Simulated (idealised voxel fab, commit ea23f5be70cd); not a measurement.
This section sets out a process module, namely voxel self aligned contacts.
Cross-section cut spans 185 nm and uses square cells 5 nm in size.
Format of a cross-section: grid, square cells. Given as bands. Order: top down. Band: one or more rows of cells. First you get the band's top height and its bottom height, in nm, and then the materials it's made of, left to right, with each width in nm. If you see a single material with "edge to edge", that one covers the band edge to edge. "blank" is empty space. Measure heights from 0. That's the level where, below it, the as-received wafer is all one material. The lowest band is bottomless and extends downward; write it as in "from 0 down". A width such as "30->40" changes by the same amount from each row of cells to the next, from the band's top row to its bottom row. "no alteration", as given for a step, is the statement that not any cell of the cross-section underwent a change during that step. Voids not open to the top, 8 cells minimum: see "Cavities, sealed". Written width x height at distance; distance is from the left edge; nm. Past the settings on a step's line: simulator remark, on that step. overlay nm: on a step with a mask, how far right of its planned place the mask lay; negative means left.

-- Steps in the process plan
| 1 | RECEIVE (material Si) |
| 2 | CONFORMAL_DEP (material SiO2; thk nm 5) |
| 3 | DIRECTIONAL_DEP (material polySi; thk nm 20) |
| 4 | DIRECTIONAL_DEP (material SiN; thk nm 20) |
| 5 | PATTERN (tone cover; mask id GATE; material resist; width nm 25; pitch nm 60; thk nm 15; overlay nm 0) |
| 6 | DIRECTIONAL_ETCH (etch materials SiN; depth nm 20) |
| 7 | DIRECTIONAL_ETCH (etch materials polySi; depth nm 20) |
| 8 | STRIP (etch materials resist) |
| 9 | CONFORMAL_DEP (material SiN; thk nm 5) |
| 10 | DIRECTIONAL_ETCH (etch materials SiN; depth nm 5) |
| 11 | FILL_DEP (material SiO2; thk nm 15) |
| 12 | CMP (height nm 50) |
| 13 | PATTERN (tone open; mask id CONTACT; material resist; width nm 45; thk nm 15; overlay nm -15) |
| 14 | DIRECTIONAL_ETCH (etch materials SiO2; depth nm 50) |
| 15 | STRIP (etch materials resist) |
| 16 | CONFORMAL_DEP (material TiN; thk nm 5) |
| 17 | FILL_DEP (material Ru; thk nm 5) |
| 18 | CMP (height nm 50) |
| 19 | CONFORMAL_DEP (material SiN; thk nm 5) |
All wafers enter the flow in the same state. The overlay nm at step 13 differs from wafer to wafer, and the plan gives the value for the first wafer.

-- First wafer of several, as received: cross-section after step 1
    from 0 down = Si edge to edge
    Cavities, sealed: none

-- Row per wafer, end-of-module: cell gain (+)/loss (-) by material since the wafer came in, then closed voids
overlay nm -15; +18 Ru; +109 SiN; +213 SiO2; +27 TiN; +40 polySi; Cavities, sealed: none
overlay nm -10; +27 Ru; +109 SiN; +204 SiO2; +27 TiN; +40 polySi; Cavities, sealed: none
overlay nm -5; +27 Ru; +109 SiN; +204 SiO2; +27 TiN; +40 polySi; Cavities, sealed: none
overlay nm 0; +27 Ru; +109 SiN; +204 SiO2; +27 TiN; +40 polySi; Cavities, sealed: none
overlay nm 5; +27 Ru; +109 SiN; +204 SiO2; +27 TiN; +40 polySi; Cavities, sealed: none
overlay nm 10; +27 Ru; +109 SiN; +204 SiO2; +27 TiN; +40 polySi; Cavities, sealed: none
overlay nm 15; +18 Ru; +109 SiN; +213 SiO2; +27 TiN; +40 polySi; Cavities, sealed: none
